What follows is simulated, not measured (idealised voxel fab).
process module | voxel transistor to metal
cross-section cut | 150 nm wide | cells 5 nm
A cross-section is a grid of square cells, given in bands from the top down. A band is one or more rows of cells.
Each band's line starts with the height of the band's top and of its bottom, in nm. Then come its materials from left to right, each with its width in nm. One material with "throughout" fills the band from edge to edge. "air" is empty space.
Height 0 is the level under which the wafer as received is all one material. The lowest band goes on downwards, as in "0 down".
A width such as "30 to 40" changes by the same amount from each row of cells to the next, from the band's top row to its bottom row.
"no change" after a step means that no cell of the cross-section changed.
closed voids: empty space of 8 cells or more with no open way to the top, each as width x height at its distance from the left edge, in nm
after a step's settings: what the simulator itself notes on the step
overlay nm, on a step with a mask: how far to the right of its planned place the mask lay; to the left if negative
plan
1 op RECEIVE | material Si
2 op CONFORMAL_DEP | material SiO2 | thk nm 5
3 op CONFORMAL_DEP | material SiN | thk nm 10
4 op DIRECTIONAL_DEP | material aC | thk nm 15
5 op PATTERN | tone cover | mask id ACTIVE | material resist | width nm 115 | thk nm 35 | overlay nm 0
6 op DIRECTIONAL_ETCH | etch materials aC | depth nm 15
7 op STRIP | etch materials resist
8 op DIRECTIONAL_ETCH | etch materials SiN | depth nm 10
9 op DIRECTIONAL_ETCH | etch materials SiO2 | depth nm 5
10 op DIRECTIONAL_ETCH | etch materials Si | depth nm 35
11 op STRIP | etch materials aC
12 op FILL_DEP | material SiO2 | thk nm 10
13 op CMP | height nm 15
14 op SELECTIVE_ETCH | etch materials SiO2 | depth nm 5
15 op STRIP | etch materials SiN
16 op SELECTIVE_ETCH | etch materials SiO2 | depth nm 5
17 op OXIDIZE | depth nm 5
18 op DIRECTIONAL_DEP | material polySi | thk nm 30
19 op DIRECTIONAL_DEP | material SiCN | thk nm 15
20 op DIRECTIONAL_DEP | material aC | thk nm 15
21 op PATTERN | tone cover | mask id GATE | material resist | width nm 35 | thk nm 35 | overlay nm 0
22 op DIRECTIONAL_ETCH | etch materials aC | depth nm 15
23 op STRIP | etch materials resist
24 op DIRECTIONAL_ETCH | etch materials SiCN | depth nm 25
25 op DIRECTIONAL_ETCH | etch materials polySi | depth nm 40
26 op STRIP | etch materials aC
27 op CONFORMAL_DEP | material SiN | thk nm 10
28 op DIRECTIONAL_ETCH | etch materials SiN | depth nm 10
29 op DIRECTIONAL_ETCH | etch materials SiO2 | depth nm 5
30 op DIRECTIONAL_ETCH | etch materials Si | depth nm 15
31 op EPI | material pSi | thk nm 15
32 op FILL_DEP | material SiO2 | thk nm 5
33 op CMP | height nm 30
34 op STRIP | etch materials polySi
35 op SELECTIVE_ETCH | etch materials SiO2 | depth nm 5
36 op CONFORMAL_DEP | material HfO2 | thk nm 5
37 op CONFORMAL_DEP | material TiN | thk nm 5
38 op FILL_DEP | material W | thk nm 5
39 op CMP | height nm 25
40 op DIRECTIONAL_DEP | material SiO2 | thk nm 10
41 op DIRECTIONAL_DEP | material aC | thk nm 15
42 op PATTERN | tone open | mask id CONTACT | material resist | width nm 15 | pitch nm 90 | thk nm 35 | overlay nm 0
43 op DIRECTIONAL_ETCH | etch materials aC | depth nm 15
44 op STRIP | etch materials resist
45 op DIRECTIONAL_ETCH | etch materials SiO2 | depth nm 25
46 op STRIP | etch materials aC
47 op CONFORMAL_DEP | material TiN | thk nm 5
48 op FILL_DEP | material Ru | thk nm 10
49 op CMP | height nm 35
50 op DIRECTIONAL_DEP | material TiN | thk nm 5
51 op DIRECTIONAL_DEP | material W | thk nm 20
52 op PATTERN | tone cover | mask id METAL_1 | material resist | width nm 15 | pitch nm 90 | thk nm 20 | overlay nm 0
53 op DIRECTIONAL_ETCH | etch materials W | depth nm 20
54 op DIRECTIONAL_ETCH | etch materials TiN | depth nm 5
55 op STRIP | etch materials resist
56 op CONFORMAL_DEP | material SiN | thk nm 5
57 op FILL_DEP | material lowk | thk nm 10
58 op CMP | height nm 60
59 op CONFORMAL_DEP | material SiCN | thk nm 5
60 op DIRECTIONAL_DEP | material lowk | thk nm 25
61 op MASKED_ETCH | tone open | mask id METAL_2 | width nm 15 | pitch nm 90 | etch materials lowk | depth nm 15 | overlay nm 0
62 op MASKED_ETCH | tone open | mask id METAL_2_HOLES | width nm 15 | pitch nm 90 | etch materials lowk | depth nm 10 | overlay nm 0
63 op MASKED_ETCH | tone open | mask id METAL_2_HOLES | width nm 15 | pitch nm 90 | etch materials SiCN | depth nm 5 | overlay nm 0
64 op CONFORMAL_DEP | material TiN | thk nm 5
65 op FILL_DEP | material Ru | thk nm 5
66 op CMP | height nm 90
67 op CONFORMAL_DEP | material SiCN | thk nm 5
first wafer, as planned
as received, after step 1
  0 down: Si throughout
  closed voids: none
after step 2
  5 to 0: SiO2 throughout
  below 0: unchanged
after step 3
  15 to 5: SiN throughout
  below 5: unchanged
after step 4
  30 to 15: aC throughout
  below 15: unchanged
after step 5
  65 to 30: air 15 | resist 115 | air 20
  below 30: unchanged
after step 6
  50 to 30: air 15 | resist 115 | air 20
  30 to 15: air 15 | aC 115 | air 20
  below 15: unchanged
after step 7
  30 to 15: air 15 | aC 115 | air 20
  below 15: unchanged
after step 8
  30 to 15: air 15 | aC 115 | air 20
  15 to 5: air 15 | SiN 115 | air 20
  below 5: unchanged
after step 9
  30 to 15: air 15 | aC 115 | air 20
  15 to 5: air 15 | SiN 115 | air 20
  5 to 0: air 15 | SiO2 115 | air 20
  below 0: unchanged
after step 10
  30 to 15: air 15 | aC 115 | air 20
  15 to 5: air 15 | SiN 115 | air 20
  5 to 0: air 15 | SiO2 115 | air 20
  0 to -35: air 15 | Si 115 | air 20
  below -35: unchanged
after step 11
  15 to 5: air 15 | SiN 115 | air 20
  below 5: unchanged
after step 12
  25 to 15: SiO2 throughout
  15 to 5: SiO2 15 | SiN 115 | SiO2 20
  5 to 0: SiO2 throughout
  0 to -35: SiO2 15 | Si 115 | SiO2 20
  below -35: unchanged
after step 13
  15 to 5: SiO2 15 | SiN 115 | SiO2 20
  below 5: unchanged
after step 14
  15 to 10: air 15 | SiN 115 | air 20
  below 10: unchanged
after step 15
  10 to 5: SiO2 15 | air 115 | SiO2 20
  below 5: unchanged
after step 16
  5 to 0: SiO2 10 | air 125 | SiO2 15
  below 0: unchanged
after step 17
  5 to 0: SiO2 10 | air 125 | SiO2 15
  0 to -5: SiO2 throughout
  below -5: unchanged
after step 18
  35 to 30: polySi 10 | air 125 | polySi 15
  30 to 5: polySi throughout
  5 to 0: SiO2 10 | polySi 125 | SiO2 15
  below 0: unchanged
after step 19
  50 to 45: SiCN 10 | air 125 | SiCN 15
  45 to 35: SiCN throughout
  35 to 30: polySi 10 | SiCN 125 | polySi 15
  below 30: unchanged
after step 20
  65 to 60: aC 10 | air 125 | aC 15
  60 to 50: aC throughout
  50 to 45: SiCN 10 | aC 125 | SiCN 15
  below 45: unchanged
after step 21
  100 to 65: air 55 | resist 35 | air 60
  65 to 60: aC 10 | air 45 | resist 35 | air 45 | aC 15
  below 60: unchanged
after step 22
  85 to 60: air 55 | resist 35 | air 60
  60 to 50: air 55 | aC 35 | air 60
  50 to 45: SiCN 10 | air 45 | aC 35 | air 45 | SiCN 15
  below 45: unchanged
after step 23
  60 to 50: air 55 | aC 35 | air 60
  below 50: unchanged
after step 24
  60 to 45: air 55 | aC 35 | air 60
  45 to 35: air 55 | SiCN 35 | air 60
  35 to 30: polySi 10 | air 45 | SiCN 35 | air 45 | polySi 15
  below 30: unchanged
after step 25
  60 to 45: air 55 | aC 35 | air 60
  45 to 30: air 55 | SiCN 35 | air 60
  30 to 5: air 55 | polySi 35 | air 60
  5 to 0: SiO2 10 | air 45 | polySi 35 | air 45 | SiO2 15
  below 0: unchanged
after step 26
  45 to 30: air 55 | SiCN 35 | air 60
  below 30: unchanged
after step 27
  55 to 45: air 45 | SiN 55 | air 50
  45 to 30: air 45 | SiN 10 | SiCN 35 | SiN 10 | air 50
  30 to 15: air 45 | SiN 10 | polySi 35 | SiN 10 | air 50
  15 to 10: SiN 20 | air 25 | SiN 10 | polySi 35 | SiN 10 | air 25 | SiN 25
  10 to 5: SiN 55 | polySi 35 | SiN 60
  5 to 0: SiO2 10 | SiN 45 | polySi 35 | SiN 45 | SiO2 15
  below 0: unchanged
after step 28
  45 to 30: air 45 | SiN 10 | SiCN 35 | SiN 10 | air 50
  30 to 5: air 45 | SiN 10 | polySi 35 | SiN 10 | air 50
  5 to 0: SiO2 10 | SiN 10 | air 25 | SiN 10 | polySi 35 | SiN 10 | air 25 | SiN 10 | SiO2 15
  below 0: unchanged
after step 29
  45 to 30: air 45 | SiN 10 | SiCN 35 | SiN 10 | air 50
  30 to 5: air 45 | SiN 10 | polySi 35 | SiN 10 | air 50
  5 to 0: air 10 | SiN 10 | air 25 | SiN 10 | polySi 35 | SiN 10 | air 25 | SiN 10 | air 15
  0 to -5: SiO2 20 | air 25 | SiO2 55 | air 25 | SiO2 25
  below -5: unchanged
after step 30
  45 to 30: air 45 | SiN 10 | SiCN 35 | SiN 10 | air 50
  30 to 5: air 45 | SiN 10 | polySi 35 | SiN 10 | air 50
  5 to 0: air 10 | SiN 10 | air 25 | SiN 10 | polySi 35 | SiN 10 | air 25 | SiN 10 | air 15
  0 to -5: SiO2 20 | air 25 | SiO2 55 | air 25 | SiO2 25
  -5 to -20: SiO2 15 | Si 5 | air 25 | Si 55 | air 25 | Si 5 | SiO2 20
  below -20: unchanged
after step 31
  45 to 30: air 45 | SiN 10 | SiCN 35 | SiN 10 | air 50
  30 to 10: air 45 | SiN 10 | polySi 35 | SiN 10 | air 50
  10 to 5: air 15 | pSi 30 | SiN 10 | polySi 35 | SiN 10 | pSi 30 | air 20
  5 to 0: air 10 | SiN 10 | pSi 25 | SiN 10 | polySi 35 | SiN 10 | pSi 25 | SiN 10 | air 15
  0 to -5: SiO2 20 | pSi 25 | SiO2 55 | pSi 25 | SiO2 25
  -5 to -20: SiO2 15 | Si 5 | pSi 25 | Si 55 | pSi 25 | Si 5 | SiO2 20
  below -20: unchanged
after step 32
  50 to 45: SiO2 throughout
  45 to 30: SiO2 45 | SiN 10 | SiCN 35 | SiN 10 | SiO2 50
  30 to 10: SiO2 45 | SiN 10 | polySi 35 | SiN 10 | SiO2 50
  10 to 5: SiO2 15 | pSi 30 | SiN 10 | polySi 35 | SiN 10 | pSi 30 | SiO2 20
  5 to 0: SiO2 10 | SiN 10 | pSi 25 | SiN 10 | polySi 35 | SiN 10 | pSi 25 | SiN 10 | SiO2 15
  below 0: unchanged
after step 33
  30 to 10: SiO2 45 | SiN 10 | polySi 35 | SiN 10 | SiO2 50
  below 10: unchanged
after step 34
  30 to 10: SiO2 45 | SiN 10 | air 35 | SiN 10 | SiO2 50
  10 to 5: SiO2 15 | pSi 30 | SiN 10 | air 35 | SiN 10 | pSi 30 | SiO2 20
  5 to 0: SiO2 10 | SiN 10 | pSi 25 | SiN 10 | air 35 | SiN 10 | pSi 25 | SiN 10 | SiO2 15
  below 0: unchanged
after step 35
  30 to 25: air 45 | SiN 10 | air 35 | SiN 10 | air 50
  25 to 10: SiO2 45 | SiN 10 | air 35 | SiN 10 | SiO2 50
  10 to 5: SiO2 15 | pSi 30 | SiN 10 | air 35 | SiN 10 | pSi 30 | SiO2 20
  5 to 0: SiO2 10 | SiN 10 | pSi 25 | SiN 10 | air 35 | SiN 10 | pSi 25 | SiN 10 | SiO2 15
  0 to -5: SiO2 20 | pSi 25 | SiO2 5 | air 45 | SiO2 5 | pSi 25 | SiO2 25
  below -5: unchanged
after step 36
  35 to 30: air 40 | HfO2 20 | air 25 | HfO2 20 | air 45
  30 to 25: HfO2 45 | SiN 10 | HfO2 5 | air 25 | HfO2 5 | SiN 10 | HfO2 50
  25 to 10: SiO2 45 | SiN 10 | HfO2 5 | air 25 | HfO2 5 | SiN 10 | SiO2 50
  10 to 5: SiO2 15 | pSi 30 | SiN 10 | HfO2 5 | air 25 | HfO2 5 | SiN 10 | pSi 30 | SiO2 20
  5 to 0: SiO2 10 | SiN 10 | pSi 25 | SiN 10 | HfO2 5 | air 25 | HfO2 5 | SiN 10 | pSi 25 | SiN 10 | SiO2 15
  0 to -5: SiO2 20 | pSi 25 | SiO2 5 | HfO2 45 | SiO2 5 | pSi 25 | SiO2 25
  below -5: unchanged
after step 37
  40 to 35: air 35 | TiN 30 | air 15 | TiN 30 | air 40
  35 to 30: TiN 40 | HfO2 20 | TiN 5 | air 15 | TiN 5 | HfO2 20 | TiN 45
  30 to 25: HfO2 45 | SiN 10 | HfO2 5 | TiN 5 | air 15 | TiN 5 | HfO2 5 | SiN 10 | HfO2 50
  25 to 10: SiO2 45 | SiN 10 | HfO2 5 | TiN 5 | air 15 | TiN 5 | HfO2 5 | SiN 10 | SiO2 50
  10 to 5: SiO2 15 | pSi 30 | SiN 10 | HfO2 5 | TiN 5 | air 15 | TiN 5 | HfO2 5 | SiN 10 | pSi 30 | SiO2 20
  5 to 0: SiO2 10 | SiN 10 | pSi 25 | SiN 10 | HfO2 5 | TiN 25 | HfO2 5 | SiN 10 | pSi 25 | SiN 10 | SiO2 15
  below 0: unchanged
after step 38
  45 to 40: W throughout
  40 to 35: W 35 | TiN 30 | W 15 | TiN 30 | W 40
  35 to 30: TiN 40 | HfO2 20 | TiN 5 | W 15 | TiN 5 | HfO2 20 | TiN 45
  30 to 25: HfO2 45 | SiN 10 | HfO2 5 | TiN 5 | W 15 | TiN 5 | HfO2 5 | SiN 10 | HfO2 50
  25 to 10: SiO2 45 | SiN 10 | HfO2 5 | TiN 5 | W 15 | TiN 5 | HfO2 5 | SiN 10 | SiO2 50
  10 to 5: SiO2 15 | pSi 30 | SiN 10 | HfO2 5 | TiN 5 | W 15 | TiN 5 | HfO2 5 | SiN 10 | pSi 30 | SiO2 20
  below 5: unchanged
after step 39
  25 to 10: SiO2 45 | SiN 10 | HfO2 5 | TiN 5 | W 15 | TiN 5 | HfO2 5 | SiN 10 | SiO2 50
  below 10: unchanged
after step 40
  35 to 25: SiO2 throughout
  below 25: unchanged
after step 41
  50 to 35: aC throughout
  below 35: unchanged
after step 42
  85 to 50: resist 20 | air 15 | resist 75 | air 15 | resist 25
  below 50: unchanged
after step 43
  70 to 50: resist 20 | air 15 | resist 75 | air 15 | resist 25
  50 to 35: aC 20 | air 15 | aC 75 | air 15 | aC 25
  below 35: unchanged
after step 44
  50 to 35: aC 20 | air 15 | aC 75 | air 15 | aC 25
  below 35: unchanged
after step 45
  50 to 35: aC 20 | air 15 | aC 75 | air 15 | aC 25
  35 to 25: SiO2 20 | air 15 | SiO2 75 | air 15 | SiO2 25
  25 to 10: SiO2 20 | air 15 | SiO2 10 | SiN 10 | HfO2 5 | TiN 5 | W 15 | TiN 5 | HfO2 5 | SiN 10 | SiO2 10 | air 15 | SiO2 25
  below 10: unchanged
after step 46
  35 to 25: SiO2 20 | air 15 | SiO2 75 | air 15 | SiO2 25
  below 25: unchanged
after step 47
  40 to 35: TiN 25 | air 5 | TiN 85 | air 5 | TiN 30
  35 to 25: SiO2 20 | TiN 5 | air 5 | TiN 5 | SiO2 75 | TiN 5 | air 5 | TiN 5 | SiO2 25
  25 to 15: SiO2 20 | TiN 5 | air 5 | TiN 5 | SiO2 10 | SiN 10 | HfO2 5 | TiN 5 | W 15 | TiN 5 | HfO2 5 | SiN 10 | SiO2 10 | TiN 5 | air 5 | TiN 5 | SiO2 25
  15 to 10: SiO2 20 | TiN 15 | SiO2 10 | SiN 10 | HfO2 5 | TiN 5 | W 15 | TiN 5 | HfO2 5 | SiN 10 | SiO2 10 | TiN 15 | SiO2 25
  below 10: unchanged
after step 48
  50 to 40: Ru throughout
  40 to 35: TiN 25 | Ru 5 | TiN 85 | Ru 5 | TiN 30
  35 to 25: SiO2 20 | TiN 5 | Ru 5 | TiN 5 | SiO2 75 | TiN 5 | Ru 5 | TiN 5 | SiO2 25
  25 to 15: SiO2 20 | TiN 5 | Ru 5 | TiN 5 | SiO2 10 | SiN 10 | HfO2 5 | TiN 5 | W 15 | TiN 5 | HfO2 5 | SiN 10 | SiO2 10 | TiN 5 | Ru 5 | TiN 5 | SiO2 25
  below 15: unchanged
after step 49
  35 to 25: SiO2 20 | TiN 5 | Ru 5 | TiN 5 | SiO2 75 | TiN 5 | Ru 5 | TiN 5 | SiO2 25
  below 25: unchanged
after step 50
  40 to 35: TiN throughout
  below 35: unchanged
after step 51
  60 to 40: W throughout
  below 40: unchanged
after step 52
  80 to 60: air 20 | resist 15 | air 75 | resist 15 | air 25
  below 60: unchanged
after step 53
  80 to 60: air 20 | resist 15 | air 75 | resist 15 | air 25
  60 to 40: air 20 | W 15 | air 75 | W 15 | air 25
  below 40: unchanged
after step 54
  80 to 60: air 20 | resist 15 | air 75 | resist 15 | air 25
  60 to 40: air 20 | W 15 | air 75 | W 15 | air 25
  40 to 35: air 20 | TiN 15 | air 75 | TiN 15 | air 25
  below 35: unchanged
after step 55
  60 to 40: air 20 | W 15 | air 75 | W 15 | air 25
  below 40: unchanged
after step 56
  65 to 60: air 15 | SiN 25 | air 65 | SiN 25 | air 20
  60 to 40: air 15 | SiN 5 | W 15 | SiN 5 | air 65 | SiN 5 | W 15 | SiN 5 | air 20
  40 to 35: SiN 20 | TiN 15 | SiN 75 | TiN 15 | SiN 25
  below 35: unchanged
after step 57
  75 to 65: lowk throughout
  65 to 60: lowk 15 | SiN 25 | lowk 65 | SiN 25 | lowk 20
  60 to 40: lowk 15 | SiN 5 | W 15 | SiN 5 | lowk 65 | SiN 5 | W 15 | SiN 5 | lowk 20
  below 40: unchanged
after step 58
  60 to 40: lowk 15 | SiN 5 | W 15 | SiN 5 | lowk 65 | SiN 5 | W 15 | SiN 5 | lowk 20
  below 40: unchanged
after step 59
  65 to 60: SiCN throughout
  below 60: unchanged
after step 60
  90 to 65: lowk throughout
  below 65: unchanged
after step 61
  90 to 75: lowk 20 | air 15 | lowk 75 | air 15 | lowk 25
  below 75: unchanged
after step 62
  90 to 65: lowk 20 | air 15 | lowk 75 | air 15 | lowk 25
  below 65: unchanged
after step 63
  90 to 65: lowk 20 | air 15 | lowk 75 | air 15 | lowk 25
  65 to 60: SiCN 20 | air 15 | SiCN 75 | air 15 | SiCN 25
  below 60: unchanged
after step 64
  95 to 90: TiN 25 | air 5 | TiN 85 | air 5 | TiN 30
  90 to 65: lowk 20 | TiN 5 | air 5 | TiN 5 | lowk 75 | TiN 5 | air 5 | TiN 5 | lowk 25
  65 to 60: SiCN 20 | TiN 15 | SiCN 75 | TiN 15 | SiCN 25
  below 60: unchanged
after step 65
  100 to 95: Ru throughout
  95 to 90: TiN 25 | Ru 5 | TiN 85 | Ru 5 | TiN 30
  90 to 65: lowk 20 | TiN 5 | Ru 5 | TiN 5 | lowk 75 | TiN 5 | Ru 5 | TiN 5 | lowk 25
  below 65: unchanged
after step 66
  90 to 65: lowk 20 | TiN 5 | Ru 5 | TiN 5 | lowk 75 | TiN 5 | Ru 5 | TiN 5 | lowk 25
  below 65: unchanged
after step 67
  95 to 90: SiCN throughout
  below 90: unchanged
second wafer: like start, like plan, one mistake. Through step 59 it matches the first wafer
when step 60 should have ended
  80 to 65: lowk throughout
  below 65: unchanged
when step 61 should have ended
  80 to 65: lowk 20 | air 15 | lowk 75 | air 15 | lowk 25
  below 65: unchanged
when step 62 should have ended: no change
when step 63 should have ended
  80 to 65: lowk 20 | air 15 | lowk 75 | air 15 | lowk 25
  65 to 60: SiCN 20 | air 15 | SiCN 75 | air 15 | SiCN 25
  below 60: unchanged
when step 64 should have ended
  85 to 80: TiN 25 | air 5 | TiN 85 | air 5 | TiN 30
  80 to 65: lowk 20 | TiN 5 | air 5 | TiN 5 | lowk 75 | TiN 5 | air 5 | TiN 5 | lowk 25
  65 to 60: SiCN 20 | TiN 15 | SiCN 75 | TiN 15 | SiCN 25
  below 60: unchanged
when step 65 should have ended
  90 to 85: Ru throughout
  85 to 80: TiN 25 | Ru 5 | TiN 85 | Ru 5 | TiN 30
  80 to 65: lowk 20 | TiN 5 | Ru 5 | TiN 5 | lowk 75 | TiN 5 | Ru 5 | TiN 5 | lowk 25
  below 65: unchanged
when step 66 should have ended: no change
when step 67 should have ended
  95 to 90: SiCN throughout
  below 90: unchanged
what went wrong: step 60 ran as: op DIRECTIONAL_DEP | material lowk | thk nm 15
at the end the second wafer has, in cells: 28 more of Ru | 20 more of TiN | 48 fewer of lowk
